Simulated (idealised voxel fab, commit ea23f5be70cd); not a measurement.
Presented below is a process module, voxel trench capacitor.
Cross-section cut spans 245 nm and uses square cells 5 nm in size.
For the purposes of this document, a cross-section shall be understood as a grid of square cells, specified as bands listed in top-to-bottom order, each band consisting of one or more rows of cells.
Top height, bottom height, nm. Materials left to right, width each, nm. Single material + "edge to edge" = fills band edge to edge. "air" = empty.
Where do heights start? At 0: under that level the wafer as delivered is made of one material only. And the lowest band has no floor; it just carries on downward, as in "0..down".
Per-row width for "30 to 40": begins at first number (top row of band), ends at second number (bottom row), increment between rows held constant.
The cross-section has no changed cell in any step marked "nothing was modified".
Any empty space of 8 cells or more lacking an open way to the top shows up in "Voids, sealed" as width x height at distance, distance from the left edge, in nm.
What comes after the settings on a step's line is commentary from the simulator itself on that step.
What "overlay nm" on a step's line means: if the step has a mask, that mask lay this far to the right of its planned place, or, when the value is negative, to the left.
## This section lists the process steps that were planned
| 1 | RECEIVE,material Si |
| 2 | CONFORMAL_DEP,material SiN,thk nm 5 |
| 3 | PATTERN,tone open,mask id TRENCH,material resist,width nm 25,pitch nm 50,thk nm 15,overlay nm 0 |
| 4 | DIRECTIONAL_ETCH,etch materials SiN,depth nm 5 |
| 5 | DIRECTIONAL_ETCH,etch materials Si,depth nm 40 |
| 6 | STRIP,etch materials resist |
| 7 | CONFORMAL_DEP,material Al2O3,thk nm 5 |
| 8 | CONFORMAL_DEP,material TiN,thk nm 5 |
| 9 | FILL_DEP,material W,thk nm 10 |
| 10 | CMP,height nm 5 |
## as received, after step 1
- 0..down = Si edge to edge
- Voids, sealed: none
## Starting wafer: above. Plan: above. Run: one mistake. Cross-section after the module: below
- 5..0 = SiN: 85  TiN: 5  Al2O3: 5  W: 5  Al2O3: 5  TiN: 5  SiN: 25  TiN: 5  Al2O3: 5  W: 5  Al2O3: 5  TiN: 5  SiN: 85
- 0..-30 = Si: 85  TiN: 5  Al2O3: 5  W: 5  Al2O3: 5  TiN: 5  Si: 25  TiN: 5  Al2O3: 5  W: 5  Al2O3: 5  TiN: 5  Si: 85
- -30..-35 = Si: 85  TiN: 5  Al2O3: 15  TiN: 5  Si: 25  TiN: 5  Al2O3: 15  TiN: 5  Si: 85
- -35..-40 = Si: 85  TiN: 25  Si: 25  TiN: 25  Si: 85
- -40..down = Si edge to edge
- Voids, sealed: none
Where did the run depart from the plan? a sequencing error occurred in which plan steps 7 and 8 were transposed
